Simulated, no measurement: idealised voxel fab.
Herein follows the process module entitled voxel capacitor over wiring.
This is section cut - it's 295 nm across, gridded in 5 nm square cells.
The cross-sections in this document take the form of a grid made of square cells. They are written out as bands, in order from top to bottom. Each band consists of one or more rows of cells.
It is stipulated that each band's entry specify, in nanometres, the height of the top of the band and then that of its bottom, followed by the materials of the band in left-to-right sequence, each together with its width in nanometres. A single material marked by the word "all across" is understood to fill the band from edge to edge; the word "blank" is understood to denote empty space.
Heights from 0 (as-received wafer is one material below). Bottom band endless downward, as "from 0 down".
The width entry "30->40" should be interpreted row by row: the top row of cells in the band takes the first number, the bottom row takes the second number, and the change between adjacent rows is uniform throughout.
What does "no modification" mean for a step? It means no cell of the cross-section changed in that step.
What "Trapped voids" gives you is every empty space of 8 cells or more that is cut off from the top. Each appears as width x height at distance, with the distance taken from the left edge and width, height and distance all in nm.
That trailing text on a step's line, after the settings, is the simulator's own remark on the step.
"overlay nm" denotes, for a step that has a mask, the displacement of the mask to the right of its planned place, with negative values corresponding to the left.
Steps in the process plan
1 RECEIVE (material Si)
2 CONFORMAL_DEP (material SiO2; thk nm 10)
3 DIRECTIONAL_DEP (material TiN; thk nm 5)
4 DIRECTIONAL_DEP (material Ru; thk nm 20)
5 PATTERN (tone cover; mask id METAL_1; material resist; width nm 20; pitch nm 80; thk nm 15; overlay nm 0)
6 DIRECTIONAL_ETCH (etch materials Ru; depth nm 20)
7 DIRECTIONAL_ETCH (etch materials TiN; depth nm 5)
8 STRIP (etch materials resist)
9 CONFORMAL_DEP (material SiN; thk nm 5)
10 FILL_DEP (material SiO2; thk nm 10)
11 CMP (height nm 35)
12 CONFORMAL_DEP (material SiCN; thk nm 5)
13 DIRECTIONAL_DEP (material SiO2; thk nm 20)
14 MASKED_ETCH (tone open; mask id PLUG_1; width nm 15; etch materials SiO2; depth nm 20; overlay nm 0)
15 MASKED_ETCH (tone open; mask id PLUG_1; width nm 15; etch materials SiCN; depth nm 5; overlay nm 0)
16 CONFORMAL_DEP (material TiN; thk nm 5)
17 FILL_DEP (material W; thk nm 10)
18 CMP (height nm 55)
19 DIRECTIONAL_DEP (material TiN; thk nm 5)
20 DIRECTIONAL_DEP (material Al2O3; thk nm 5)
21 DIRECTIONAL_DEP (material TiN; thk nm 5)
22 MASKED_ETCH (tone cover; mask id UPPER_PLATE; width nm 65; etch materials TiN; depth nm 5; overlay nm 0)
23 MASKED_ETCH (tone cover; mask id UPPER_PLATE; width nm 65; etch materials Al2O3; depth nm 5; overlay nm 0)
24 PATTERN (tone cover; mask id LOWER_PLATE; material resist; width nm 75; thk nm 20; overlay nm 0)
25 DIRECTIONAL_ETCH (etch materials TiN; depth nm 5)
26 STRIP (etch materials resist)
27 FILL_DEP (material SiO2; thk nm 20)
28 CMP (height nm 90)
29 PATTERN (tone open; mask id PLUG_2; material resist; width nm 15; thk nm 20; overlay nm 0)
30 DIRECTIONAL_ETCH (etch materials SiO2; depth nm 15)
31 STRIP (etch materials resist)
32 CONFORMAL_DEP (material TiN; thk nm 5)
33 FILL_DEP (material Ru; thk nm 10)
34 CMP (height nm 90)
35 CONFORMAL_DEP (material SiCN; thk nm 5)
Be aware that, although all wafers share a common starting state, the height nm at step 18 differs among them, and the plan displays the first wafer's value.
Step 1 complete: as-received cross-section of the first of several wafers
> from 0 down: Si all across
> Trapped voids: none
Below: a row per wafer. Contents at end of module: for every material, cells gained since receipt (+) or lost since receipt (-); then closed voids
height nm 55 | +13 Al2O3 | +34 Ru | +115 SiCN | +67 SiN | +837 SiO2 | +52 TiN | +3 W | Trapped voids: none
height nm 60 | +13 Al2O3 | +34 Ru | +115 SiCN | +67 SiN | +834 SiO2 | +54 TiN | +4 W | Trapped voids: none
height nm 65 | +13 Al2O3 | +33 Ru | +115 SiCN | +67 SiN | +778 SiO2 | +110 TiN | +5 W | Trapped voids: none
height nm 70 | +13 Al2O3 | +32 Ru | +115 SiCN | +67 SiN | +722 SiO2 | +108 TiN | +64 W | Trapped voids: none
height nm 75 | +13 Al2O3 | +32 Ru | +115 SiCN | +67 SiN | +666 SiO2 | +105 TiN | +123 W | Trapped voids: none
